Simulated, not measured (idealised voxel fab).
This is a process module. Its name is voxel released beams.
cross-section cut | 280 nm wide | cells 5 nm
A cross-section in this document is a grid of square cells, and it is written down as bands, the top band listed before the ones below it; a band is made up of one or more rows of cells.
What a band's entry tells you: where the top is and where the bottom is, as heights in nm, and after that what lies inside, material by material from left to right, each with its width in nm. Empty space is written as the word "blank", and a single material marked with the word "throughout" occupies the band from edge to edge.
Height 0 is the level under which the wafer as received is all one material. The lowest band goes on downwards, as in "0..down".
With a width like "30 to 40", each row of cells in the band differs from the next by the same amount, the top row carrying the first number and the bottom row the second.
"everything unchanged", as given for a step, is the statement that not any cell of the cross-section underwent a change during that step.
"Internal closed voids": sealed empty spaces, 8 cells or more, no open way to top, listed width x height at distance, with distance from the left edge and width, height and distance in nm.
Step line, after settings: the simulator's comment on this step.
When a step includes a mask, the "overlay nm" setting on its line states how far to the right of its planned place that mask lay, and negative values state how far to the left.

# The following list gives the planned process steps
1 RECEIVE with material Si
2 CONFORMAL_DEP with material Al2O3, thk nm 10
3 DIRECTIONAL_DEP with material SiO2, thk nm 15
4 DIRECTIONAL_DEP with material aC, thk nm 15
5 PATTERN with tone open, mask id ANCHOR, material resist, width nm 40, thk nm 30, overlay nm 0
6 DIRECTIONAL_ETCH with etch materials aC, depth nm 15
7 STRIP with etch materials resist
8 DIRECTIONAL_ETCH with etch materials SiO2, depth nm 15
9 STRIP with etch materials aC
10 CONFORMAL_DEP with material SiN, thk nm 15
11 DIRECTIONAL_DEP with material aC, thk nm 15
12 PATTERN with tone cover, mask id BEAM, material resist, width nm 110, thk nm 35, overlay nm 0
13 DIRECTIONAL_ETCH with etch materials aC, depth nm 15
14 STRIP with etch materials resist
15 DIRECTIONAL_ETCH with etch materials SiN, depth nm 15
16 STRIP with etch materials aC
17 STRIP with etch materials SiO2

# Cross-section of the wafer as it came to us, i.e., already through step 1
> 0..down = Si throughout
> Internal closed voids: none

# first wafer at the end, as planned
> 40..25 = blank: 80, SiN: 20, blank: 10, SiN: 80, blank: 90
> 25..10 = blank: 85, SiN: 40, blank: 155
> 10..0 = Al2O3 throughout
> 0..down = Si throughout
> Internal closed voids: none

# Cross-section of the latter of the two wafers at module completion. It had an identical start and an identical plan to the former; in running it, one mistake was made
> 40..25 = blank: 80, SiN: 60, blank: 140
> 25..10 = blank: 70, SiN: 15, SiO2: 40, SiN: 65, blank: 90
> 10..0 = Al2O3 throughout
> 0..down = Si throughout
> Internal closed voids: none
what went wrong: step 5 was run on a setting that differed from the plan, and what really ran there is PATTERN with tone cover, mask id ANCHOR, material resist, width nm 40, thk nm 30, overlay nm 0
End check, counted in cells, second wafer has more or fewer of these materials than the first: SiO2: 24 more
